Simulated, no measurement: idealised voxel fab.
voxel ribs on slabs: a process module
The cross-section shown here is cut; it is 175 nm wide and divided into square cells measuring 5 nm on a side.
Format of a cross-section: grid, square cells. Given as bands. Order: top down. Band: one or more rows of cells.
Read a band's entry like this: the first values are the height of its top and the height of its bottom in nm, and what follows is the sequence of materials from left to right, each with its width in nm. Note that "air" is empty space, and that a single material marked "full width" reaches across the band from edge to edge.
For the purposes of this specification, 0 denotes the height below which the wafer in its as-received condition is composed wholly of one material, and the lowermost band, lacking a lower limit, extends downward without end, as expressed in "0 nm and below".
So if you see something like "30..40" for the width, read it as the top row of the band sitting at the first number and the bottom row at the second, with every row in between moving by the same amount as the last.
Where a step carries "nothing was modified", the cross-section came out of it unchanged, cell for cell.
Reported under the label "Closed-off voids" are the empty spaces having no open way to the top and comprising 8 cells or more; the notation for each is width x height at distance, in which the distance is measured from the left edge and all three values are in nm.
Read whatever lies past the settings on a step's line as the simulator's own remark about the step.
"overlay nm" on a masked step: distance the mask lay right of its planned place, negative for left.
Process steps foreseen in the plan:
1,RECEIVE | material Si
2,DIRECTIONAL_DEP | material SiO2 | thk nm 20
3,DIRECTIONAL_DEP | material polySi | thk nm 20
4,PATTERN | tone cover | mask id RIB | material resist | width nm 20 | thk nm 20 | overlay nm 0
5,DIRECTIONAL_ETCH | etch materials polySi | depth nm 10
6,STRIP | etch materials resist
7,MASKED_ETCH | tone cover | mask id SLAB | width nm 50 | etch materials polySi | depth nm 10 | overlay nm 0
8,FILL_DEP | material SiO2 | thk nm 25
9,CMP | height nm 60
10,DIRECTIONAL_DEP | material TiN | thk nm 5
11,MASKED_ETCH | tone cover | mask id HEATER | width nm 30 | etch materials TiN | depth nm 5 | overlay nm 0
12,CONFORMAL_DEP | material SiN | thk nm 5
Cross-section of the wafer as it came to us, i.e., already through step 1:
> 0 nm and below = Si full width
> Closed-off voids: none
Sectioned view, first of two wafers, at the close of the module, processed as intended in the plan:
> 70 nm to 65 nm = air 65, SiN 40, air 70
> 65 nm to 60 nm = SiN 70, TiN 30, SiN 75
> 60 nm to 40 nm = SiO2 full width
> 40 nm to 30 nm = SiO2 75, polySi 20, SiO2 80
> 30 nm to 20 nm = SiO2 60, polySi 50, SiO2 65
> 20 nm to 0 nm = SiO2 full width
> 0 nm and below = Si full width
> Closed-off voids: none
Cross-section at end of module for the second wafer of two, which matched the first in starting point and plan and differed by one mistake in its processing:
> 65 nm to 60 nm = air 70, TiN 30, air 75
> 60 nm to 40 nm = SiO2 full width
> 40 nm to 30 nm = SiO2 75, polySi 20, SiO2 80
> 30 nm to 20 nm = SiO2 60, polySi 50, SiO2 65
> 20 nm to 0 nm = SiO2 full width
> 0 nm and below = Si full width
> Closed-off voids: none
So what did we get wrong on this run? step 12 was dropped from the plan's execution and never run
Final comparison by cell count, materials where the second wafer has more or fewer than the first: SiN -37
